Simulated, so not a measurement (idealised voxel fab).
Module name: voxel wiring stack (process module)
Each square cell in cross-section cut measures 5 nm, and the section as a whole is 285 nm wide.
Cross-sections here: square-cell grids, written as top-down lists of bands, a band being one or more rows of cells.
Per band: top height and bottom height in nm, followed by the left-to-right materials and their widths in nm; "everywhere" marks a single material spanning edge to edge, "air" marks empty space.
Beneath 0, the wafer as received is one material, and that level is where height counting begins. The lowest band goes on downward without a bottom; it is written like "0 -> down".
It should be noted that a width expressed as "30 to 40" varies in equal increments from row to row of cells within the band, taking the value of the first number at the top row and that of the second number at the bottom row.
"no alteration" after a step means that no cell of the cross-section changed.
Enclosed voids (no open way to top), threshold 8 cells or more, entry "Closed voids list", notation width x height at distance, distance from left edge, nm.
Whatever follows a step's settings on its line is a remark the simulator itself makes about that step.
The setting "overlay nm" may be written on the line of a step. When the step uses a mask, the value reports how far to the right of the planned place the mask lay, and a negative value reports that it lay to the left.
# Process steps foreseen in the plan
- 1: op RECEIVE | material Si
- 2: op CONFORMAL_DEP | material SiO2 | thk nm 15
- 3: op DIRECTIONAL_DEP | material TiN | thk nm 5
- 4: op DIRECTIONAL_DEP | material Ru | thk nm 15
- 5: op MASKED_ETCH | tone cover | mask id METAL_1 | width nm 20 | pitch nm 40 | etch materials Ru | depth nm 15 | overlay nm 0
- 6: op MASKED_ETCH | tone cover | mask id METAL_1 | width nm 20 | pitch nm 40 | etch materials TiN | depth nm 5 | overlay nm 0
- 7: op CONFORMAL_DEP | material SiN | thk nm 5
- 8: op FILL_DEP | material SiO2 | thk nm 5
- 9: op CMP | height nm 35
- 10: op CONFORMAL_DEP | material SiCN | thk nm 5
- 11: op DIRECTIONAL_DEP | material SiO2 | thk nm 30
- 12: op MASKED_ETCH | tone open | mask id METAL_2 | width nm 20 | pitch nm 40 | etch materials SiO2 | depth nm 20 | overlay nm 0
- 13: op MASKED_ETCH | tone open | mask id METAL_2_HOLES | width nm 15 | pitch nm 40 | etch materials SiO2 | depth nm 10 | overlay nm 0
- 14: op MASKED_ETCH | tone open | mask id METAL_2_HOLES | width nm 15 | pitch nm 40 | etch materials SiCN | depth nm 5 | overlay nm 0
- 15: op CONFORMAL_DEP | material TiN | thk nm 5
- 16: op FILL_DEP | material Ru | thk nm 10
- 17: op CMP | height nm 70
- 18: op CONFORMAL_DEP | material SiCN | thk nm 5
# The first of the two wafers, which ran as planned
# Cross-section: wafer on arrival = after step 1
- 0 -> down | Si everywhere
- Closed voids list: none
# After step 2: wafer cross-section
- 15 -> 0 | SiO2 everywhere
- Whatever lies below 0 is exactly as it was before.
# After step 3: wafer cross-section
- 20 -> 15 | TiN everywhere
- Whatever lies below 15 is exactly as it was before.
# After step 4: wafer cross-section
- 35 -> 20 | Ru everywhere
- Whatever lies below 20 is exactly as it was before.
# After step 5: wafer cross-section
- 35 -> 20 | air 70 nm; Ru 20 nm; air 20 nm; Ru 20 nm; air 20 nm; Ru 20 nm; air 20 nm; Ru 20 nm; air 75 nm
- Whatever lies below 20 is exactly as it was before.
# After step 6: wafer cross-section
- 35 -> 20 | air 70 nm; Ru 20 nm; air 20 nm; Ru 20 nm; air 20 nm; Ru 20 nm; air 20 nm; Ru 20 nm; air 75 nm
- 20 -> 15 | air 70 nm; TiN 20 nm; air 20 nm; TiN 20 nm; air 20 nm; TiN 20 nm; air 20 nm; TiN 20 nm; air 75 nm
- Whatever lies below 15 is exactly as it was before.
# After step 7: wafer cross-section
- 40 -> 35 | air 65 nm; SiN 30 nm; air 10 nm; SiN 30 nm; air 10 nm; SiN 30 nm; air 10 nm; SiN 30 nm; air 70 nm
- 35 -> 20 | air 65 nm; SiN 5 nm; Ru 20 nm; SiN 5 nm; air 10 nm; SiN 5 nm; Ru 20 nm; SiN 5 nm; air 10 nm; SiN 5 nm; Ru 20 nm; SiN 5 nm; air 10 nm; SiN 5 nm; Ru 20 nm; SiN 5 nm; air 70 nm
- 20 -> 15 | SiN 70 nm; TiN 20 nm; SiN 20 nm; TiN 20 nm; SiN 20 nm; TiN 20 nm; SiN 20 nm; TiN 20 nm; SiN 75 nm
- Whatever lies below 15 is exactly as it was before.
# After step 8: wafer cross-section
- 45 -> 40 | SiO2 everywhere
- 40 -> 35 | SiO2 65 nm; SiN 30 nm; SiO2 10 nm; SiN 30 nm; SiO2 10 nm; SiN 30 nm; SiO2 10 nm; SiN 30 nm; SiO2 70 nm
- 35 -> 20 | SiO2 65 nm; SiN 5 nm; Ru 20 nm; SiN 5 nm; SiO2 10 nm; SiN 5 nm; Ru 20 nm; SiN 5 nm; SiO2 10 nm; SiN 5 nm; Ru 20 nm; SiN 5 nm; SiO2 10 nm; SiN 5 nm; Ru 20 nm; SiN 5 nm; SiO2 70 nm
- Whatever lies below 20 is exactly as it was before.
# After step 9: wafer cross-section
- 35 -> 20 | SiO2 65 nm; SiN 5 nm; Ru 20 nm; SiN 5 nm; SiO2 10 nm; SiN 5 nm; Ru 20 nm; SiN 5 nm; SiO2 10 nm; SiN 5 nm; Ru 20 nm; SiN 5 nm; SiO2 10 nm; SiN 5 nm; Ru 20 nm; SiN 5 nm; SiO2 70 nm
- Whatever lies below 20 is exactly as it was before.
# After step 10: wafer cross-section
- 40 -> 35 | SiCN everywhere
- Whatever lies below 35 is exactly as it was before.
# After step 11: wafer cross-section
- 70 -> 40 | SiO2 everywhere
- Whatever lies below 40 is exactly as it was before.
# After step 12: wafer cross-section
- 70 -> 50 | SiO2 70 nm; air 20 nm; SiO2 20 nm; air 20 nm; SiO2 20 nm; air 20 nm; SiO2 20 nm; air 20 nm; SiO2 75 nm
- Whatever lies below 50 is exactly as it was before.
# After step 13: wafer cross-section
- 70 -> 50 | SiO2 70 nm; air 20 nm; SiO2 20 nm; air 20 nm; SiO2 20 nm; air 20 nm; SiO2 20 nm; air 20 nm; SiO2 75 nm
- 50 -> 40 | SiO2 70 nm; air 15 nm; SiO2 25 nm; air 15 nm; SiO2 25 nm; air 15 nm; SiO2 25 nm; air 15 nm; SiO2 80 nm
- Whatever lies below 40 is exactly as it was before.
# After step 14: wafer cross-section
- 70 -> 50 | SiO2 70 nm; air 20 nm; SiO2 20 nm; air 20 nm; SiO2 20 nm; air 20 nm; SiO2 20 nm; air 20 nm; SiO2 75 nm
- 50 -> 40 | SiO2 70 nm; air 15 nm; SiO2 25 nm; air 15 nm; SiO2 25 nm; air 15 nm; SiO2 25 nm; air 15 nm; SiO2 80 nm
- 40 -> 35 | SiCN 70 nm; air 15 nm; SiCN 25 nm; air 15 nm; SiCN 25 nm; air 15 nm; SiCN 25 nm; air 15 nm; SiCN 80 nm
- Whatever lies below 35 is exactly as it was before.
# After step 15: wafer cross-section
- 75 -> 70 | TiN 75 nm; air 10 nm; TiN 30 nm; air 10 nm; TiN 30 nm; air 10 nm; TiN 30 nm; air 10 nm; TiN 80 nm
- 70 -> 55 | SiO2 70 nm; TiN 5 nm; air 10 nm; TiN 5 nm; SiO2 20 nm; TiN 5 nm; air 10 nm; TiN 5 nm; SiO2 20 nm; TiN 5 nm; air 10 nm; TiN 5 nm; SiO2 20 nm; TiN 5 nm; air 10 nm; TiN 5 nm; SiO2 75 nm
- 55 -> 50 | SiO2 70 nm; TiN 5 nm; air 5 nm; TiN 10 nm; SiO2 20 nm; TiN 5 nm; air 5 nm; TiN 10 nm; SiO2 20 nm; TiN 5 nm; air 5 nm; TiN 10 nm; SiO2 20 nm; TiN 5 nm; air 5 nm; TiN 10 nm; SiO2 75 nm
- 50 -> 40 | SiO2 70 nm; TiN 5 nm; air 5 nm; TiN 5 nm; SiO2 25 nm; TiN 5 nm; air 5 nm; TiN 5 nm; SiO2 25 nm; TiN 5 nm; air 5 nm; TiN 5 nm; SiO2 25 nm; TiN 5 nm; air 5 nm; TiN 5 nm; SiO2 80 nm
- 40 -> 35 | SiCN 70 nm; TiN 15 nm; SiCN 25 nm; TiN 15 nm; SiCN 25 nm; TiN 15 nm; SiCN 25 nm; TiN 15 nm; SiCN 80 nm
- Whatever lies below 35 is exactly as it was before.
# After step 16: wafer cross-section
- 85 -> 75 | Ru everywhere
- 75 -> 70 | TiN 75 nm; Ru 10 nm; TiN 30 nm; Ru 10 nm; TiN 30 nm; Ru 10 nm; TiN 30 nm; Ru 10 nm; TiN 80 nm
- 70 -> 55 | SiO2 70 nm; TiN 5 nm; Ru 10 nm; TiN 5 nm; SiO2 20 nm; TiN 5 nm; Ru 10 nm; TiN 5 nm; SiO2 20 nm; TiN 5 nm; Ru 10 nm; TiN 5 nm; SiO2 20 nm; TiN 5 nm; Ru 10 nm; TiN 5 nm; SiO2 75 nm
- 55 -> 50 | SiO2 70 nm; TiN 5 nm; Ru 5 nm; TiN 10 nm; SiO2 20 nm; TiN 5 nm; Ru 5 nm; TiN 10 nm; SiO2 20 nm; TiN 5 nm; Ru 5 nm; TiN 10 nm; SiO2 20 nm; TiN 5 nm; Ru 5 nm; TiN 10 nm; SiO2 75 nm
- 50 -> 40 | SiO2 70 nm; TiN 5 nm; Ru 5 nm; TiN 5 nm; SiO2 25 nm; TiN 5 nm; Ru 5 nm; TiN 5 nm; SiO2 25 nm; TiN 5 nm; Ru 5 nm; TiN 5 nm; SiO2 25 nm; TiN 5 nm; Ru 5 nm; TiN 5 nm; SiO2 80 nm
- Whatever lies below 40 is exactly as it was before.
# After step 17: wafer cross-section
- 70 -> 55 | SiO2 70 nm; TiN 5 nm; Ru 10 nm; TiN 5 nm; SiO2 20 nm; TiN 5 nm; Ru 10 nm; TiN 5 nm; SiO2 20 nm; TiN 5 nm; Ru 10 nm; TiN 5 nm; SiO2 20 nm; TiN 5 nm; Ru 10 nm; TiN 5 nm; SiO2 75 nm
- Whatever lies below 55 is exactly as it was before.
# After step 18: wafer cross-section
- 75 -> 70 | SiCN everywhere
- Whatever lies below 70 is exactly as it was before.
# Now the other wafer: same start, same recipe, but we messed up one thing when running it. Up to and including step 16 it's the same as the first one
Cross-section of the second wafer at the time by which step 17 should have been completed according to the plan: no alteration
# Cross-section of the second wafer at the time by which step 18 should have been completed according to the plan
- 90 -> 85 | SiCN everywhere
- Whatever lies below 85 is exactly as it was before.
Error vs. plan: step 17 was dropped from the plan's execution and never run
Final tally in cells, some materials are higher or lower on the second wafer than on the first: 122 more of Ru; 49 more of TiN
